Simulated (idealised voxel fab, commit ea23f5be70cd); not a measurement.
process module | voxel wiring stack
cross-section cut | 230 nm wide | cells 5 nm
A cross-section is a grid of square cells, given in bands from the top down. A band is one or more rows of cells.
Each band's line starts with the height of the band's top and of its bottom, in nm. Then come its materials from left to right, each with its width in nm. One material with "throughout" fills the band from edge to edge. "air" is empty space.
Height 0 is the level under which the wafer as received is all one material. The lowest band goes on downwards, as in "0 down".
A width such as "30 to 40" changes by the same amount from each row of cells to the next, from the band's top row to its bottom row.
"no change" after a step means that no cell of the cross-section changed.
closed voids: empty space of 8 cells or more with no open way to the top, each as width x height at its distance from the left edge, in nm
after a step's settings: what the simulator itself notes on the step
overlay nm, on a step with a mask: how far to the right of its planned place the mask lay; to the left if negative
plan
1 op RECEIVE | material Si
2 op CONFORMAL_DEP | material SiO2 | thk nm 10
3 op CONFORMAL_DEP | material SiCN | thk nm 5
4 op DIRECTIONAL_DEP | material SiO2 | thk nm 15
5 op MASKED_ETCH | tone open | mask id METAL_1 | width nm 20 | pitch nm 35 | etch materials SiO2 | depth nm 15 | overlay nm 0
6 op MASKED_ETCH | tone open | mask id METAL_1 | width nm 20 | pitch nm 35 | etch materials SiCN | depth nm 5 | overlay nm 0
7 op CONFORMAL_DEP | material TiN | thk nm 5
8 op FILL_DEP | material W | thk nm 5
9 op CMP | height nm 30
10 op EPI | material Ru | thk nm 5
11 op FILL_DEP | material SiCN | thk nm 5
12 op DIRECTIONAL_DEP | material lowk | thk nm 20
13 op MASKED_ETCH | tone open | mask id PLUG_1 | width nm 15 | pitch nm 35 | etch materials lowk | depth nm 20 | overlay nm 0
14 op MASKED_ETCH | tone open | mask id PLUG_1 | width nm 15 | pitch nm 35 | etch materials SiCN | depth nm 5 | overlay nm 0
15 op CONFORMAL_DEP | material TiN | thk nm 5
16 op FILL_DEP | material Cu | thk nm 10
17 op CMP | height nm 60
18 op DIRECTIONAL_DEP | material TiN | thk nm 5
19 op DIRECTIONAL_DEP | material W | thk nm 20
20 op PATTERN | tone cover | mask id METAL_2 | material resist | width nm 20 | pitch nm 35 | thk nm 15 | overlay nm 0
21 op DIRECTIONAL_ETCH | etch materials W | depth nm 20
22 op DIRECTIONAL_ETCH | etch materials TiN | depth nm 5
23 op STRIP | etch materials resist
24 op FILL_DEP | material lowk | thk nm 10
25 op CMP | height nm 85
26 op CONFORMAL_DEP | material SiCN | thk nm 5
27 op DIRECTIONAL_DEP | material SiO2 | thk nm 30
28 op DIRECTIONAL_DEP | material aC | thk nm 10
29 op PATTERN | tone open | mask id METAL_3_HOLES | material resist | width nm 15 | pitch nm 70 | thk nm 25 | overlay nm 0
30 op DIRECTIONAL_ETCH | etch materials aC | depth nm 10
31 op STRIP | etch materials resist
32 op DIRECTIONAL_ETCH | etch materials SiO2 | depth nm 30
33 op STRIP | etch materials aC
34 op PATTERN | tone open | mask id METAL_3 | material resist | width nm 20 | pitch nm 35 | thk nm 20 | overlay nm 0
35 op DIRECTIONAL_ETCH | etch materials SiO2 | depth nm 15
36 op DIRECTIONAL_ETCH | etch materials SiCN | depth nm 5
37 op STRIP | etch materials resist
38 op CONFORMAL_DEP | material TiN | thk nm 5
39 op FILL_DEP | material Cu | thk nm 5
40 op CMP | height nm 120
41 op CONFORMAL_DEP | material SiCN | thk nm 5
first wafer, as planned
as received, after step 1
  0 down: Si throughout
  closed voids: none
after step 2
  10 to 0: SiO2 throughout
  below 0: unchanged
after step 3
  15 to 10: SiCN throughout
  below 10: unchanged
after step 4
  30 to 15: SiO2 throughout
  below 15: unchanged
after step 5
  30 to 15: SiO2 50 | air 20 | SiO2 15 | air 20 | SiO2 15 | air 20 | SiO2 15 | air 20 | SiO2 55
  below 15: unchanged
after step 6
  30 to 15: SiO2 50 | air 20 | SiO2 15 | air 20 | SiO2 15 | air 20 | SiO2 15 | air 20 | SiO2 55
  15 to 10: SiCN 50 | air 20 | SiCN 15 | air 20 | SiCN 15 | air 20 | SiCN 15 | air 20 | SiCN 55
  below 10: unchanged
after step 7
  35 to 30: TiN 55 | air 10 | TiN 25 | air 10 | TiN 25 | air 10 | TiN 25 | air 10 | TiN 60
  30 to 15: SiO2 50 | TiN 5 | air 10 | TiN 5 | SiO2 15 | TiN 5 | air 10 | TiN 5 | SiO2 15 | TiN 5 | air 10 | TiN 5 | SiO2 15 | TiN 5 | air 10 | TiN 5 | SiO2 55
  15 to 10: SiCN 50 | TiN 20 | SiCN 15 | TiN 20 | SiCN 15 | TiN 20 | SiCN 15 | TiN 20 | SiCN 55
  below 10: unchanged
after step 8
  40 to 35: W throughout
  35 to 30: TiN 55 | W 10 | TiN 25 | W 10 | TiN 25 | W 10 | TiN 25 | W 10 | TiN 60
  30 to 15: SiO2 50 | TiN 5 | W 10 | TiN 5 | SiO2 15 | TiN 5 | W 10 | TiN 5 | SiO2 15 | TiN 5 | W 10 | TiN 5 | SiO2 15 | TiN 5 | W 10 | TiN 5 | SiO2 55
  below 15: unchanged
after step 9
  30 to 15: SiO2 50 | TiN 5 | W 10 | TiN 5 | SiO2 15 | TiN 5 | W 10 | TiN 5 | SiO2 15 | TiN 5 | W 10 | TiN 5 | SiO2 15 | TiN 5 | W 10 | TiN 5 | SiO2 55
  below 15: unchanged
after step 10
  35 to 30: air 45 | Ru 30 | air 5 | Ru 30 | air 5 | Ru 30 | air 5 | Ru 30 | air 50
  below 30: unchanged
after step 11
  40 to 35: SiCN throughout
  35 to 30: SiCN 45 | Ru 30 | SiCN 5 | Ru 30 | SiCN 5 | Ru 30 | SiCN 5 | Ru 30 | SiCN 50
  below 30: unchanged
after step 12
  60 to 40: lowk throughout
  below 40: unchanged
after step 13
  60 to 40: lowk 50 | air 15 | lowk 20 | air 15 | lowk 20 | air 15 | lowk 20 | air 15 | lowk 60
  below 40: unchanged
after step 14
  60 to 40: lowk 50 | air 15 | lowk 20 | air 15 | lowk 20 | air 15 | lowk 20 | air 15 | lowk 60
  40 to 35: SiCN 50 | air 15 | SiCN 20 | air 15 | SiCN 20 | air 15 | SiCN 20 | air 15 | SiCN 60
  below 35: unchanged
after step 15
  65 to 60: TiN 55 | air 5 | TiN 30 | air 5 | TiN 30 | air 5 | TiN 30 | air 5 | TiN 65
  60 to 40: lowk 50 | TiN 5 | air 5 | TiN 5 | lowk 20 | TiN 5 | air 5 | TiN 5 | lowk 20 | TiN 5 | air 5 | TiN 5 | lowk 20 | TiN 5 | air 5 | TiN 5 | lowk 60
  40 to 35: SiCN 50 | TiN 15 | SiCN 20 | TiN 15 | SiCN 20 | TiN 15 | SiCN 20 | TiN 15 | SiCN 60
  below 35: unchanged
after step 16
  75 to 65: Cu throughout
  65 to 60: TiN 55 | Cu 5 | TiN 30 | Cu 5 | TiN 30 | Cu 5 | TiN 30 | Cu 5 | TiN 65
  60 to 40: lowk 50 | TiN 5 | Cu 5 | TiN 5 | lowk 20 | TiN 5 | Cu 5 | TiN 5 | lowk 20 | TiN 5 | Cu 5 | TiN 5 | lowk 20 | TiN 5 | Cu 5 | TiN 5 | lowk 60
  below 40: unchanged
after step 17
  60 to 40: lowk 50 | TiN 5 | Cu 5 | TiN 5 | lowk 20 | TiN 5 | Cu 5 | TiN 5 | lowk 20 | TiN 5 | Cu 5 | TiN 5 | lowk 20 | TiN 5 | Cu 5 | TiN 5 | lowk 60
  below 40: unchanged
after step 18
  65 to 60: TiN throughout
  below 60: unchanged
after step 19
  85 to 65: W throughout
  below 65: unchanged
after step 20
  100 to 85: air 50 | resist 20 | air 15 | resist 20 | air 15 | resist 20 | air 15 | resist 20 | air 55
  below 85: unchanged
after step 21
  100 to 85: air 50 | resist 20 | air 15 | resist 20 | air 15 | resist 20 | air 15 | resist 20 | air 55
  85 to 65: air 50 | W 20 | air 15 | W 20 | air 15 | W 20 | air 15 | W 20 | air 55
  below 65: unchanged
after step 22
  100 to 85: air 50 | resist 20 | air 15 | resist 20 | air 15 | resist 20 | air 15 | resist 20 | air 55
  85 to 65: air 50 | W 20 | air 15 | W 20 | air 15 | W 20 | air 15 | W 20 | air 55
  65 to 60: air 50 | TiN 20 | air 15 | TiN 20 | air 15 | TiN 20 | air 15 | TiN 20 | air 55
  below 60: unchanged
after step 23
  85 to 65: air 50 | W 20 | air 15 | W 20 | air 15 | W 20 | air 15 | W 20 | air 55
  below 65: unchanged
after step 24
  95 to 85: lowk throughout
  85 to 65: lowk 50 | W 20 | lowk 15 | W 20 | lowk 15 | W 20 | lowk 15 | W 20 | lowk 55
  65 to 60: lowk 50 | TiN 20 | lowk 15 | TiN 20 | lowk 15 | TiN 20 | lowk 15 | TiN 20 | lowk 55
  below 60: unchanged
after step 25
  85 to 65: lowk 50 | W 20 | lowk 15 | W 20 | lowk 15 | W 20 | lowk 15 | W 20 | lowk 55
  below 65: unchanged
after step 26
  90 to 85: SiCN throughout
  below 85: unchanged
after step 27
  120 to 90: SiO2 throughout
  below 90: unchanged
after step 28
  130 to 120: aC throughout
  below 120: unchanged
after step 29
  155 to 130: resist 50 | air 15 | resist 55 | air 15 | resist 95
  below 130: unchanged
after step 30
  145 to 130: resist 50 | air 15 | resist 55 | air 15 | resist 95
  130 to 120: aC 50 | air 15 | aC 55 | air 15 | aC 95
  below 120: unchanged
after step 31
  130 to 120: aC 50 | air 15 | aC 55 | air 15 | aC 95
  below 120: unchanged
after step 32
  130 to 120: aC 50 | air 15 | aC 55 | air 15 | aC 95
  120 to 90: SiO2 50 | air 15 | SiO2 55 | air 15 | SiO2 95
  below 90: unchanged
after step 33
  120 to 90: SiO2 50 | air 15 | SiO2 55 | air 15 | SiO2 95
  below 90: unchanged
after step 34
  140 to 120: resist 50 | air 20 | resist 15 | air 20 | resist 15 | air 20 | resist 15 | air 20 | resist 55
  below 120: unchanged
after step 35
  140 to 120: resist 50 | air 20 | resist 15 | air 20 | resist 15 | air 20 | resist 15 | air 20 | resist 55
  120 to 105: SiO2 50 | air 20 | SiO2 15 | air 20 | SiO2 15 | air 20 | SiO2 15 | air 20 | SiO2 55
  below 105: unchanged
after step 36
  140 to 120: resist 50 | air 20 | resist 15 | air 20 | resist 15 | air 20 | resist 15 | air 20 | resist 55
  120 to 105: SiO2 50 | air 20 | SiO2 15 | air 20 | SiO2 15 | air 20 | SiO2 15 | air 20 | SiO2 55
  105 to 90: SiO2 50 | air 15 | SiO2 55 | air 15 | SiO2 95
  90 to 85: SiCN 50 | air 15 | SiCN 55 | air 15 | SiCN 95
  below 85: unchanged
after step 37
  120 to 105: SiO2 50 | air 20 | SiO2 15 | air 20 | SiO2 15 | air 20 | SiO2 15 | air 20 | SiO2 55
  below 105: unchanged
after step 38
  125 to 120: TiN 55 | air 10 | TiN 25 | air 10 | TiN 25 | air 10 | TiN 25 | air 10 | TiN 60
  120 to 110: SiO2 50 | TiN 5 | air 10 | TiN 5 | SiO2 15 | TiN 5 | air 10 | TiN 5 | SiO2 15 | TiN 5 | air 10 | TiN 5 | SiO2 15 | TiN 5 | air 10 | TiN 5 | SiO2 55
  110 to 105: SiO2 50 | TiN 5 | air 5 | TiN 10 | SiO2 15 | TiN 20 | SiO2 15 | TiN 5 | air 5 | TiN 10 | SiO2 15 | TiN 20 | SiO2 55
  105 to 90: SiO2 50 | TiN 5 | air 5 | TiN 5 | SiO2 55 | TiN 5 | air 5 | TiN 5 | SiO2 95
  90 to 85: SiCN 50 | TiN 15 | SiCN 55 | TiN 15 | SiCN 95
  below 85: unchanged
after step 39
  130 to 125: Cu throughout
  125 to 120: TiN 55 | Cu 10 | TiN 25 | Cu 10 | TiN 25 | Cu 10 | TiN 25 | Cu 10 | TiN 60
  120 to 110: SiO2 50 | TiN 5 | Cu 10 | TiN 5 | SiO2 15 | TiN 5 | Cu 10 | TiN 5 | SiO2 15 | TiN 5 | Cu 10 | TiN 5 | SiO2 15 | TiN 5 | Cu 10 | TiN 5 | SiO2 55
  110 to 105: SiO2 50 | TiN 5 | Cu 5 | TiN 10 | SiO2 15 | TiN 20 | SiO2 15 | TiN 5 | Cu 5 | TiN 10 | SiO2 15 | TiN 20 | SiO2 55
  105 to 90: SiO2 50 | TiN 5 | Cu 5 | TiN 5 | SiO2 55 | TiN 5 | Cu 5 | TiN 5 | SiO2 95
  below 90: unchanged
after step 40
  120 to 110: SiO2 50 | TiN 5 | Cu 10 | TiN 5 | SiO2 15 | TiN 5 | Cu 10 | TiN 5 | SiO2 15 | TiN 5 | Cu 10 | TiN 5 | SiO2 15 | TiN 5 | Cu 10 | TiN 5 | SiO2 55
  below 110: unchanged
after step 41
  125 to 120: SiCN throughout
  below 120: unchanged
second wafer: like start, like plan, one mistake. Through step 3 it matches the first wafer
when step 4 should have ended
  30 to 15: TiN throughout
  below 15: unchanged
when step 5 should have ended: no change
when step 6 should have ended: no change
when step 7 should have ended
  35 to 15: TiN throughout
  below 15: unchanged
when step 8 should have ended
  40 to 35: W throughout
  below 35: unchanged
when step 9 should have ended
  30 to 15: TiN throughout
  below 15: unchanged
when step 10 should have ended
  35 to 30: Ru throughout
  below 30: unchanged
when step 11 should have ended
  40 to 35: SiCN throughout
  below 35: unchanged
when step 12 should have ended
  60 to 40: lowk throughout
  below 40: unchanged
when step 13 should have ended
  60 to 40: lowk 50 | air 15 | lowk 20 | air 15 | lowk 20 | air 15 | lowk 20 | air 15 | lowk 60
  below 40: unchanged
when step 14 should have ended
  60 to 40: lowk 50 | air 15 | lowk 20 | air 15 | lowk 20 | air 15 | lowk 20 | air 15 | lowk 60
  40 to 35: SiCN 50 | air 15 | SiCN 20 | air 15 | SiCN 20 | air 15 | SiCN 20 | air 15 | SiCN 60
  below 35: unchanged
when step 15 should have ended
  65 to 60: TiN 55 | air 5 | TiN 30 | air 5 | TiN 30 | air 5 | TiN 30 | air 5 | TiN 65
  60 to 40: lowk 50 | TiN 5 | air 5 | TiN 5 | lowk 20 | TiN 5 | air 5 | TiN 5 | lowk 20 | TiN 5 | air 5 | TiN 5 | lowk 20 | TiN 5 | air 5 | TiN 5 | lowk 60
  40 to 35: SiCN 50 | TiN 15 | SiCN 20 | TiN 15 | SiCN 20 | TiN 15 | SiCN 20 | TiN 15 | SiCN 60
  below 35: unchanged
when step 16 should have ended
  75 to 65: Cu throughout
  65 to 60: TiN 55 | Cu 5 | TiN 30 | Cu 5 | TiN 30 | Cu 5 | TiN 30 | Cu 5 | TiN 65
  60 to 40: lowk 50 | TiN 5 | Cu 5 | TiN 5 | lowk 20 | TiN 5 | Cu 5 | TiN 5 | lowk 20 | TiN 5 | Cu 5 | TiN 5 | lowk 20 | TiN 5 | Cu 5 | TiN 5 | lowk 60
  below 40: unchanged
when step 17 should have ended
  60 to 40: lowk 50 | TiN 5 | Cu 5 | TiN 5 | lowk 20 | TiN 5 | Cu 5 | TiN 5 | lowk 20 | TiN 5 | Cu 5 | TiN 5 | lowk 20 | TiN 5 | Cu 5 | TiN 5 | lowk 60
  below 40: unchanged
when step 18 should have ended
  65 to 60: TiN throughout
  below 60: unchanged
when step 19 should have ended
  85 to 65: W throughout
  below 65: unchanged
when step 20 should have ended
  100 to 85: air 50 | resist 20 | air 15 | resist 20 | air 15 | resist 20 | air 15 | resist 20 | air 55
  below 85: unchanged
when step 21 should have ended
  100 to 85: air 50 | resist 20 | air 15 | resist 20 | air 15 | resist 20 | air 15 | resist 20 | air 55
  85 to 65: air 50 | W 20 | air 15 | W 20 | air 15 | W 20 | air 15 | W 20 | air 55
  below 65: unchanged
when step 22 should have ended
  100 to 85: air 50 | resist 20 | air 15 | resist 20 | air 15 | resist 20 | air 15 | resist 20 | air 55
  85 to 65: air 50 | W 20 | air 15 | W 20 | air 15 | W 20 | air 15 | W 20 | air 55
  65 to 60: air 50 | TiN 20 | air 15 | TiN 20 | air 15 | TiN 20 | air 15 | TiN 20 | air 55
  below 60: unchanged
when step 23 should have ended
  85 to 65: air 50 | W 20 | air 15 | W 20 | air 15 | W 20 | air 15 | W 20 | air 55
  below 65: unchanged
when step 24 should have ended
  95 to 85: lowk throughout
  85 to 65: lowk 50 | W 20 | lowk 15 | W 20 | lowk 15 | W 20 | lowk 15 | W 20 | lowk 55
  65 to 60: lowk 50 | TiN 20 | lowk 15 | TiN 20 | lowk 15 | TiN 20 | lowk 15 | TiN 20 | lowk 55
  below 60: unchanged
when step 25 should have ended
  85 to 65: lowk 50 | W 20 | lowk 15 | W 20 | lowk 15 | W 20 | lowk 15 | W 20 | lowk 55
  below 65: unchanged
when step 26 should have ended
  90 to 85: SiCN throughout
  below 85: unchanged
when step 27 should have ended
  120 to 90: SiO2 throughout
  below 90: unchanged
when step 28 should have ended
  130 to 120: aC throughout
  below 120: unchanged
when step 29 should have ended
  155 to 130: resist 50 | air 15 | resist 55 | air 15 | resist 95
  below 130: unchanged
when step 30 should have ended
  145 to 130: resist 50 | air 15 | resist 55 | air 15 | resist 95
  130 to 120: aC 50 | air 15 | aC 55 | air 15 | aC 95
  below 120: unchanged
when step 31 should have ended
  130 to 120: aC 50 | air 15 | aC 55 | air 15 | aC 95
  below 120: unchanged
when step 32 should have ended
  130 to 120: aC 50 | air 15 | aC 55 | air 15 | aC 95
  120 to 90: SiO2 50 | air 15 | SiO2 55 | air 15 | SiO2 95
  below 90: unchanged
when step 33 should have ended
  120 to 90: SiO2 50 | air 15 | SiO2 55 | air 15 | SiO2 95
  below 90: unchanged
when step 34 should have ended
  140 to 120: resist 50 | air 20 | resist 15 | air 20 | resist 15 | air 20 | resist 15 | air 20 | resist 55
  below 120: unchanged
when step 35 should have ended
  140 to 120: resist 50 | air 20 | resist 15 | air 20 | resist 15 | air 20 | resist 15 | air 20 | resist 55
  120 to 105: SiO2 50 | air 20 | SiO2 15 | air 20 | SiO2 15 | air 20 | SiO2 15 | air 20 | SiO2 55
  below 105: unchanged
when step 36 should have ended
  140 to 120: resist 50 | air 20 | resist 15 | air 20 | resist 15 | air 20 | resist 15 | air 20 | resist 55
  120 to 105: SiO2 50 | air 20 | SiO2 15 | air 20 | SiO2 15 | air 20 | SiO2 15 | air 20 | SiO2 55
  105 to 90: SiO2 50 | air 15 | SiO2 55 | air 15 | SiO2 95
  90 to 85: SiCN 50 | air 15 | SiCN 55 | air 15 | SiCN 95
  below 85: unchanged
when step 37 should have ended
  120 to 105: SiO2 50 | air 20 | SiO2 15 | air 20 | SiO2 15 | air 20 | SiO2 15 | air 20 | SiO2 55
  below 105: unchanged
when step 38 should have ended
  125 to 120: TiN 55 | air 10 | TiN 25 | air 10 | TiN 25 | air 10 | TiN 25 | air 10 | TiN 60
  120 to 110: SiO2 50 | TiN 5 | air 10 | TiN 5 | SiO2 15 | TiN 5 | air 10 | TiN 5 | SiO2 15 | TiN 5 | air 10 | TiN 5 | SiO2 15 | TiN 5 | air 10 | TiN 5 | SiO2 55
  110 to 105: SiO2 50 | TiN 5 | air 5 | TiN 10 | SiO2 15 | TiN 20 | SiO2 15 | TiN 5 | air 5 | TiN 10 | SiO2 15 | TiN 20 | SiO2 55
  105 to 90: SiO2 50 | TiN 5 | air 5 | TiN 5 | SiO2 55 | TiN 5 | air 5 | TiN 5 | SiO2 95
  90 to 85: SiCN 50 | TiN 15 | SiCN 55 | TiN 15 | SiCN 95
  below 85: unchanged
when step 39 should have ended
  130 to 125: Cu throughout
  125 to 120: TiN 55 | Cu 10 | TiN 25 | Cu 10 | TiN 25 | Cu 10 | TiN 25 | Cu 10 | TiN 60
  120 to 110: SiO2 50 | TiN 5 | Cu 10 | TiN 5 | SiO2 15 | TiN 5 | Cu 10 | TiN 5 | SiO2 15 | TiN 5 | Cu 10 | TiN 5 | SiO2 15 | TiN 5 | Cu 10 | TiN 5 | SiO2 55
  110 to 105: SiO2 50 | TiN 5 | Cu 5 | TiN 10 | SiO2 15 | TiN 20 | SiO2 15 | TiN 5 | Cu 5 | TiN 10 | SiO2 15 | TiN 20 | SiO2 55
  105 to 90: SiO2 50 | TiN 5 | Cu 5 | TiN 5 | SiO2 55 | TiN 5 | Cu 5 | TiN 5 | SiO2 95
  below 90: unchanged
when step 40 should have ended
  120 to 110: SiO2 50 | TiN 5 | Cu 10 | TiN 5 | SiO2 15 | TiN 5 | Cu 10 | TiN 5 | SiO2 15 | TiN 5 | Cu 10 | TiN 5 | SiO2 15 | TiN 5 | Cu 10 | TiN 5 | SiO2 55
  below 110: unchanged
when step 41 should have ended
  125 to 120: SiCN throughout
  below 120: unchanged
what went wrong: step 4 ran as: op DIRECTIONAL_DEP | material TiN | thk nm 15
at the end the second wafer has, in cells: 22 more of Ru | 6 fewer of SiCN | 90 fewer of SiO2 | 98 more of TiN | 24 fewer of W
